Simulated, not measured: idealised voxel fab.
process module | voxel self aligned vias
cross-section cut | 170 nm wide | cells 5 nm
A cross-section is a grid of square cells, given in bands from the top down. A band is one or more rows of cells.
Each band's line starts with the height of the band's top and of its bottom, in nm. Then come its materials from left to right, each with its width in nm. One material with "throughout" fills the band from edge to edge. "air" is empty space.
Height 0 is the level under which the wafer as received is all one material. The lowest band goes on downwards, as in "0 down".
A width such as "30 to 40" changes by the same amount from each row of cells to the next, from the band's top row to its bottom row.
"no change" after a step means that no cell of the cross-section changed.
closed voids: empty space of 8 cells or more with no open way to the top, each as width x height at its distance from the left edge, in nm
after a step's settings: what the simulator itself notes on the step
overlay nm, on a step with a mask: how far to the right of its planned place the mask lay; to the left if negative
Each pair below shows a cross-section before one step and the cross-section after it, down to the lowest band that changed. The line under each pair gives the step between them, with its settings. The pairs can come from different runs of this module on the same starting wafer, so a pair continues from the pair above only where its "before" says so.
before
  35 to 15: lowk throughout
  15 to 10: SiCN throughout
  10 to 0: SiO2 throughout
  0 down: Si throughout
  closed voids: none
after
  35 to 15: air 30 | lowk 30 | air 50 | lowk 30 | air 30
  below 15: unchanged
  closed voids: none
the step between: op MASKED_ETCH | tone cover | mask id LINES | width nm 30 | pitch nm 80 | etch materials lowk | depth nm 20 | overlay nm 0
before: the cross-section after the pair above
after
  40 to 35: air 25 | TiN 40 | air 40 | TiN 40 | air 25
  35 to 20: air 25 | TiN 5 | lowk 30 | TiN 5 | air 40 | TiN 5 | lowk 30 | TiN 5 | air 25
  20 to 15: TiN 30 | lowk 30 | TiN 50 | lowk 30 | TiN 30
  below 15: unchanged
  closed voids: none
the step between: op CONFORMAL_DEP | material TiN | thk nm 5
before: the cross-section after the pair above
after
  50 to 40: Ru throughout
  40 to 35: Ru 25 | TiN 40 | Ru 40 | TiN 40 | Ru 25
  35 to 20: Ru 25 | TiN 5 | lowk 30 | TiN 5 | Ru 40 | TiN 5 | lowk 30 | TiN 5 | Ru 25
  below 20: unchanged
  closed voids: none
the step between: op FILL_DEP | material Ru | thk nm 10
before: the cross-section after the pair above
after
  35 to 20: Ru 25 | TiN 5 | lowk 30 | TiN 5 | Ru 40 | TiN 5 | lowk 30 | TiN 5 | Ru 25
  below 20: unchanged
  closed voids: none
the step between: op CMP | height nm 35
before: the cross-section after the pair above
after
  35 to 30: air 30 | lowk 30 | air 50 | lowk 30 | air 30
  below 30: unchanged
  closed voids: none
the step between: op SELECTIVE_ETCH | etch materials W Ru TiN | depth nm 5
before: the cross-section after the pair above
after
  40 to 35: SiN throughout
  35 to 30: SiN 30 | lowk 30 | SiN 50 | lowk 30 | SiN 30
  below 30: unchanged
  closed voids: none
the step between: op FILL_DEP | material SiN | thk nm 5
before: the cross-section after the pair above
after
  35 to 30: SiN 30 | lowk 30 | SiN 50 | lowk 30 | SiN 30
  below 30: unchanged
  closed voids: none
the step between: op CMP | height nm 35
before: the cross-section after the pair above
after
  55 to 35: lowk throughout
  below 35: unchanged
  closed voids: none
the step between: op DIRECTIONAL_DEP | material lowk | thk nm 20
before: the cross-section after the pair above
after
  65 to 55: aC throughout
  below 55: unchanged
  closed voids: none
the step between: op DIRECTIONAL_DEP | material aC | thk nm 10
before: the cross-section after the pair above
after
  95 to 65: resist 20 | air 50 | resist 100
  below 65: unchanged
  closed voids: none
the step between: op PATTERN | tone open | mask id VIAS | material resist | width nm 50 | thk nm 30 | overlay nm 0
before: the cross-section after the pair above
after
  85 to 65: resist 20 | air 50 | resist 100
  65 to 55: aC 20 | air 50 | aC 100
  below 55: unchanged
  closed voids: none
the step between: op DIRECTIONAL_ETCH | etch materials aC | depth nm 10
before: the cross-section after the pair above
after
  65 to 55: aC 20 | air 50 | aC 100
  below 55: unchanged
  closed voids: none
the step between: op STRIP | etch materials resist
before: the cross-section after the pair above
after
  65 to 55: aC 20 | air 50 | aC 100
  55 to 35: lowk 20 | air 50 | lowk 100
  below 35: unchanged
  closed voids: none
the step between: op DIRECTIONAL_ETCH | etch materials lowk | depth nm 20
before: the cross-section after the pair above
after
  65 to 55: aC 20 | air 50 | aC 100
  55 to 35: lowk 20 | air 50 | lowk 100
  35 to 30: SiN 20 | air 10 | lowk 30 | air 10 | SiN 40 | lowk 30 | SiN 30
  below 30: unchanged
  closed voids: none
the step between: op DIRECTIONAL_ETCH | etch materials SiN | depth nm 5
before: the cross-section after the pair above
after
  55 to 35: lowk 20 | air 50 | lowk 100
  below 35: unchanged
  closed voids: none
the step between: op STRIP | etch materials aC
before: the cross-section after the pair above
after
  60 to 55: TiN 25 | air 40 | TiN 105
  55 to 40: lowk 20 | TiN 5 | air 40 | TiN 5 | lowk 100
  40 to 35: lowk 20 | TiN 50 | lowk 100
  35 to 30: SiN 20 | TiN 10 | lowk 30 | TiN 10 | SiN 40 | lowk 30 | SiN 30
  below 30: unchanged
  closed voids: none
the step between: op CONFORMAL_DEP | material TiN | thk nm 5
before: the cross-section after the pair above
after
  70 to 60: Ru throughout
  60 to 55: TiN 25 | Ru 40 | TiN 105
  55 to 40: lowk 20 | TiN 5 | Ru 40 | TiN 5 | lowk 100
  below 40: unchanged
  closed voids: none
the step between: op FILL_DEP | material Ru | thk nm 10
before: the cross-section after the pair above
after
  55 to 40: lowk 20 | TiN 5 | Ru 40 | TiN 5 | lowk 100
  below 40: unchanged
  closed voids: none
the step between: op CMP | height nm 55
before: the cross-section after the pair above
after
  60 to 55: SiCN throughout
  below 55: unchanged
  closed voids: none
the step between: op CONFORMAL_DEP | material SiCN | thk nm 5
